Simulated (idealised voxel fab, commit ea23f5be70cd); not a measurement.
process module | voxel ribs on slabs
cross-section cut | 205 nm wide | cells 5 nm
A cross-section is a grid of square cells, given in bands from the top down. A band is one or more rows of cells.
Each band's line starts with the height of the band's top and of its bottom, in nm. Then come its materials from left to right, each with its width in nm. One material with "throughout" fills the band from edge to edge. "air" is empty space.
Height 0 is the level under which the wafer as received is all one material. The lowest band goes on downwards, as in "0 down".
A width such as "30 to 40" changes by the same amount from each row of cells to the next, from the band's top row to its bottom row.
"no change" after a step means that no cell of the cross-section changed.
closed voids: empty space of 8 cells or more with no open way to the top, each as width x height at its distance from the left edge, in nm
after a step's settings: what the simulator itself notes on the step
overlay nm, on a step with a mask: how far to the right of its planned place the mask lay; to the left if negative
plan
1 op RECEIVE | material Si
2 op DIRECTIONAL_DEP | material SiO2 | thk nm 30
3 op DIRECTIONAL_DEP | material polySi | thk nm 15
4 op PATTERN | tone cover | mask id RIB | material resist | width nm 30 | thk nm 20 | overlay nm 0
5 op DIRECTIONAL_ETCH | etch materials polySi | depth nm 5
6 op STRIP | etch materials resist
7 op PATTERN | tone cover | mask id SLAB | material resist | width nm 80 | thk nm 20 | overlay nm 0
8 op DIRECTIONAL_ETCH | etch materials polySi | depth nm 10
9 op STRIP | etch materials resist
10 op FILL_DEP | material SiO2 | thk nm 20
11 op CMP | height nm 60
12 op DIRECTIONAL_DEP | material TiN | thk nm 10
13 op DIRECTIONAL_DEP | material aC | thk nm 15
14 op PATTERN | tone cover | mask id HEATER | material resist | width nm 40 | thk nm 35 | overlay nm 0
15 op DIRECTIONAL_ETCH | etch materials aC | depth nm 15
16 op STRIP | etch materials resist
17 op DIRECTIONAL_ETCH | etch materials TiN | depth nm 10
18 op STRIP | etch materials aC
19 op CONFORMAL_DEP | material SiN | thk nm 5
as received, after step 1
  0 down: Si throughout
  closed voids: none
first wafer at the end, as planned
  75 to 70: air 75 | SiN 50 | air 80
  70 to 65: air 75 | SiN 5 | TiN 40 | SiN 5 | air 80
  65 to 60: SiN 80 | TiN 40 | SiN 85
  60 to 45: SiO2 throughout
  45 to 40: SiO2 85 | polySi 30 | SiO2 90
  40 to 30: SiO2 60 | polySi 80 | SiO2 65
  30 to 0: SiO2 throughout
  0 down: Si throughout
  closed voids: none
second wafer at the end: like start, like plan, one mistake
  75 to 70: air 75 | SiN 50 | air 80
  70 to 65: air 75 | SiN 5 | TiN 40 | SiN 5 | air 80
  65 to 60: SiN 80 | TiN 40 | SiN 85
  60 to 45: SiO2 throughout
  45 to 40: SiO2 85 | polySi 30 | SiO2 90
  40 to 30: SiO2 55 | polySi 90 | SiO2 60
  30 to 0: SiO2 throughout
  0 down: Si throughout
  closed voids: none
what went wrong: step 7 ran as: op PATTERN | tone cover | mask id SLAB | material resist | width nm 90 | thk nm 20 | overlay nm 0
at the end the second wafer has, in cells: 4 fewer of SiO2 | 4 more of polySi
